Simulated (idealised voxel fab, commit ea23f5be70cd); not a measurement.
process module | voxel trench capacitor
cross-section cut | 160 nm wide | cells 5 nm
A cross-section is a grid of square cells, given in bands from the top down. A band is one or more rows of cells.
Each band's line starts with the height of the band's top and of its bottom, in nm. Then come its materials from left to right, each with its width in nm. One material with "throughout" fills the band from edge to edge. "air" is empty space.
Height 0 is the level under which the wafer as received is all one material. The lowest band goes on downwards, as in "0 down".
A width such as "30 to 40" changes by the same amount from each row of cells to the next, from the band's top row to its bottom row.
"no change" after a step means that no cell of the cross-section changed.
closed voids: empty space of 8 cells or more with no open way to the top, each as width x height at its distance from the left edge, in nm
after a step's settings: what the simulator itself notes on the step
overlay nm, on a step with a mask: how far to the right of its planned place the mask lay; to the left if negative
plan
1 op RECEIVE | material Si
2 op CONFORMAL_DEP | material SiN | thk nm 5
3 op DIRECTIONAL_DEP | material aC | thk nm 15
4 op PATTERN | tone open | mask id TRENCH | material resist | width nm 15 | pitch nm 40 | thk nm 35 | overlay nm 0
5 op DIRECTIONAL_ETCH | etch materials aC | depth nm 15
6 op STRIP | etch materials resist
7 op DIRECTIONAL_ETCH | etch materials SiN | depth nm 5
8 op DIRECTIONAL_ETCH | etch materials Si | depth nm 30
9 op STRIP | etch materials aC
10 op CONFORMAL_DEP | material SiO2 | thk nm 5
11 op FILL_DEP | material polySi | thk nm 10
12 op CMP | height nm 5
varied across the wafers: width nm of step 4. The plan shows the first wafer's value. All wafers start alike
first wafer as received, after step 1
  0 down: Si throughout
  closed voids: none
each wafer at the end: cells of each material gained (+) or lost (-) since it was received, then its closed voids
width nm 15 | -54 Si | +23 SiN | +45 SiO2 | +18 polySi | closed voids: none
width nm 20 | -72 Si | +20 SiN | +48 SiO2 | +36 polySi | closed voids: none
width nm 25 | -90 Si | +17 SiN | +51 SiO2 | +54 polySi | closed voids: none
